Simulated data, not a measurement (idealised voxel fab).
process module | voxel self aligned vias
cross-section cut | 255 nm wide | cells 5 nm
A cross-section is a grid of square cells, given in bands from the top down. A band is one or more rows of cells.
Each band's line starts with the height of the band's top and of its bottom, in nm. Then come its materials from left to right, each with its width in nm. One material with "throughout" fills the band from edge to edge. "air" is empty space.
Height 0 is the level under which the wafer as received is all one material. The lowest band goes on downwards, as in "0 down".
A width such as "30 to 40" changes by the same amount from each row of cells to the next, from the band's top row to its bottom row.
"no change" after a step means that no cell of the cross-section changed.
closed voids: empty space of 8 cells or more with no open way to the top, each as width x height at its distance from the left edge, in nm
after a step's settings: what the simulator itself notes on the step
overlay nm, on a step with a mask: how far to the right of its planned place the mask lay; to the left if negative
plan
1 op RECEIVE | material Si
2 op CONFORMAL_DEP | material SiO2 | thk nm 10
3 op CONFORMAL_DEP | material SiCN | thk nm 5
4 op DIRECTIONAL_DEP | material SiO2 | thk nm 25
5 op DIRECTIONAL_DEP | material aC | thk nm 15
6 op PATTERN | tone open | mask id LINES | material resist | width nm 25 | pitch nm 75 | thk nm 30 | overlay nm 0
7 op DIRECTIONAL_ETCH | etch materials aC | depth nm 15
8 op STRIP | etch materials resist
9 op DIRECTIONAL_ETCH | etch materials SiO2 | depth nm 25
10 op STRIP | etch materials aC
11 op CONFORMAL_DEP | material TiN | thk nm 5
12 op FILL_DEP | material Ru | thk nm 5
13 op CMP | height nm 40
14 op SELECTIVE_ETCH | etch materials W Ru TiN | depth nm 10
15 op FILL_DEP | material SiN | thk nm 5
16 op CMP | height nm 40
17 op DIRECTIONAL_DEP | material SiO2 | thk nm 15
18 op PATTERN | tone open | mask id VIAS | material resist | width nm 45 | pitch nm 150 | thk nm 15 | overlay nm 0
19 op DIRECTIONAL_ETCH | etch materials SiO2 | depth nm 15
20 op DIRECTIONAL_ETCH | etch materials SiN | depth nm 10
21 op STRIP | etch materials resist
22 op CONFORMAL_DEP | material TiN | thk nm 5
23 op FILL_DEP | material Cu | thk nm 10
24 op CMP | height nm 55
25 op CONFORMAL_DEP | material SiN | thk nm 5
first wafer, as planned
as received, after step 1
  0 down: Si throughout
  closed voids: none
after step 2
  10 to 0: SiO2 throughout
  below 0: unchanged
after step 3
  15 to 10: SiCN throughout
  below 10: unchanged
after step 4
  40 to 15: SiO2 throughout
  below 15: unchanged
after step 5
  55 to 40: aC throughout
  below 40: unchanged
after step 6
  85 to 55: resist 40 | air 25 | resist 50 | air 25 | resist 50 | air 25 | resist 40
  below 55: unchanged
after step 7
  70 to 55: resist 40 | air 25 | resist 50 | air 25 | resist 50 | air 25 | resist 40
  55 to 40: aC 40 | air 25 | aC 50 | air 25 | aC 50 | air 25 | aC 40
  below 40: unchanged
after step 8
  55 to 40: aC 40 | air 25 | aC 50 | air 25 | aC 50 | air 25 | aC 40
  below 40: unchanged
after step 9
  55 to 40: aC 40 | air 25 | aC 50 | air 25 | aC 50 | air 25 | aC 40
  40 to 15: SiO2 40 | air 25 | SiO2 50 | air 25 | SiO2 50 | air 25 | SiO2 40
  below 15: unchanged
after step 10
  40 to 15: SiO2 40 | air 25 | SiO2 50 | air 25 | SiO2 50 | air 25 | SiO2 40
  below 15: unchanged
after step 11
  45 to 40: TiN 45 | air 15 | TiN 60 | air 15 | TiN 60 | air 15 | TiN 45
  40 to 20: SiO2 40 | TiN 5 | air 15 | TiN 5 | SiO2 50 | TiN 5 | air 15 | TiN 5 | SiO2 50 | TiN 5 | air 15 | TiN 5 | SiO2 40
  20 to 15: SiO2 40 | TiN 25 | SiO2 50 | TiN 25 | SiO2 50 | TiN 25 | SiO2 40
  below 15: unchanged
after step 12
  50 to 45: Ru throughout
  45 to 40: TiN 45 | Ru 15 | TiN 60 | Ru 15 | TiN 60 | Ru 15 | TiN 45
  40 to 20: SiO2 40 | TiN 5 | Ru 15 | TiN 5 | SiO2 50 | TiN 5 | Ru 15 | TiN 5 | SiO2 50 | TiN 5 | Ru 15 | TiN 5 | SiO2 40
  below 20: unchanged
after step 13
  40 to 20: SiO2 40 | TiN 5 | Ru 15 | TiN 5 | SiO2 50 | TiN 5 | Ru 15 | TiN 5 | SiO2 50 | TiN 5 | Ru 15 | TiN 5 | SiO2 40
  below 20: unchanged
after step 14
  40 to 30: SiO2 40 | air 25 | SiO2 50 | air 25 | SiO2 50 | air 25 | SiO2 40
  below 30: unchanged
after step 15
  45 to 40: SiN throughout
  40 to 30: SiO2 40 | SiN 25 | SiO2 50 | SiN 25 | SiO2 50 | SiN 25 | SiO2 40
  below 30: unchanged
after step 16
  40 to 30: SiO2 40 | SiN 25 | SiO2 50 | SiN 25 | SiO2 50 | SiN 25 | SiO2 40
  below 30: unchanged
after step 17
  55 to 40: SiO2 throughout
  below 40: unchanged
after step 18
  70 to 55: resist 30 | air 45 | resist 105 | air 45 | resist 30
  below 55: unchanged
after step 19
  70 to 55: resist 30 | air 45 | resist 105 | air 45 | resist 30
  55 to 40: SiO2 30 | air 45 | SiO2 105 | air 45 | SiO2 30
  below 40: unchanged
after step 20
  70 to 55: resist 30 | air 45 | resist 105 | air 45 | resist 30
  55 to 40: SiO2 30 | air 45 | SiO2 105 | air 45 | SiO2 30
  40 to 30: SiO2 40 | air 25 | SiO2 50 | SiN 25 | SiO2 50 | air 25 | SiO2 40
  below 30: unchanged
after step 21
  55 to 40: SiO2 30 | air 45 | SiO2 105 | air 45 | SiO2 30
  below 40: unchanged
after step 22
  60 to 55: TiN 35 | air 35 | TiN 115 | air 35 | TiN 35
  55 to 45: SiO2 30 | TiN 5 | air 35 | TiN 5 | SiO2 105 | TiN 5 | air 35 | TiN 5 | SiO2 30
  45 to 40: SiO2 30 | TiN 15 | air 15 | TiN 15 | SiO2 105 | TiN 15 | air 15 | TiN 15 | SiO2 30
  40 to 35: SiO2 40 | TiN 5 | air 15 | TiN 5 | SiO2 50 | SiN 25 | SiO2 50 | TiN 5 | air 15 | TiN 5 | SiO2 40
  35 to 30: SiO2 40 | TiN 25 | SiO2 50 | SiN 25 | SiO2 50 | TiN 25 | SiO2 40
  below 30: unchanged
after step 23
  70 to 60: Cu throughout
  60 to 55: TiN 35 | Cu 35 | TiN 115 | Cu 35 | TiN 35
  55 to 45: SiO2 30 | TiN 5 | Cu 35 | TiN 5 | SiO2 105 | TiN 5 | Cu 35 | TiN 5 | SiO2 30
  45 to 40: SiO2 30 | TiN 15 | Cu 15 | TiN 15 | SiO2 105 | TiN 15 | Cu 15 | TiN 15 | SiO2 30
  40 to 35: SiO2 40 | TiN 5 | Cu 15 | TiN 5 | SiO2 50 | SiN 25 | SiO2 50 | TiN 5 | Cu 15 | TiN 5 | SiO2 40
  below 35: unchanged
after step 24
  55 to 45: SiO2 30 | TiN 5 | Cu 35 | TiN 5 | SiO2 105 | TiN 5 | Cu 35 | TiN 5 | SiO2 30
  below 45: unchanged
after step 25
  60 to 55: SiN throughout
  below 55: unchanged
second wafer: like start, like plan, one mistake. Through step 17 it matches the first wafer
when step 18 should have ended
  70 to 55: air 30 | resist 45 | air 105 | resist 45 | air 30
  below 55: unchanged
when step 19 should have ended
  70 to 55: air 30 | resist 45 | air 105 | resist 45 | air 30
  55 to 40: air 30 | SiO2 45 | air 105 | SiO2 45 | air 30
  below 40: unchanged
when step 20 should have ended
  70 to 55: air 30 | resist 45 | air 105 | resist 45 | air 30
  55 to 40: air 30 | SiO2 45 | air 105 | SiO2 45 | air 30
  40 to 30: SiO2 40 | SiN 25 | SiO2 50 | air 25 | SiO2 50 | SiN 25 | SiO2 40
  below 30: unchanged
when step 21 should have ended
  55 to 40: air 30 | SiO2 45 | air 105 | SiO2 45 | air 30
  below 40: unchanged
when step 22 should have ended
  60 to 55: air 25 | TiN 55 | air 95 | TiN 55 | air 25
  55 to 45: air 25 | TiN 5 | SiO2 45 | TiN 5 | air 95 | TiN 5 | SiO2 45 | TiN 5 | air 25
  45 to 40: TiN 30 | SiO2 45 | TiN 45 | air 15 | TiN 45 | SiO2 45 | TiN 30
  40 to 35: SiO2 40 | SiN 25 | SiO2 50 | TiN 5 | air 15 | TiN 5 | SiO2 50 | SiN 25 | SiO2 40
  35 to 30: SiO2 40 | SiN 25 | SiO2 50 | TiN 25 | SiO2 50 | SiN 25 | SiO2 40
  below 30: unchanged
when step 23 should have ended
  70 to 60: Cu throughout
  60 to 55: Cu 25 | TiN 55 | Cu 95 | TiN 55 | Cu 25
  55 to 45: Cu 25 | TiN 5 | SiO2 45 | TiN 5 | Cu 95 | TiN 5 | SiO2 45 | TiN 5 | Cu 25
  45 to 40: TiN 30 | SiO2 45 | TiN 45 | Cu 15 | TiN 45 | SiO2 45 | TiN 30
  40 to 35: SiO2 40 | SiN 25 | SiO2 50 | TiN 5 | Cu 15 | TiN 5 | SiO2 50 | SiN 25 | SiO2 40
  below 35: unchanged
when step 24 should have ended
  55 to 45: Cu 25 | TiN 5 | SiO2 45 | TiN 5 | Cu 95 | TiN 5 | SiO2 45 | TiN 5 | Cu 25
  below 45: unchanged
when step 25 should have ended
  60 to 55: SiN throughout
  below 55: unchanged
what went wrong: step 18 ran as: op PATTERN | tone cover | mask id VIAS | material resist | width nm 45 | pitch nm 150 | thk nm 15 | overlay nm 0
at the end the second wafer has, in cells: 24 more of Cu | 10 more of SiN | 45 fewer of SiO2 | 11 more of TiN
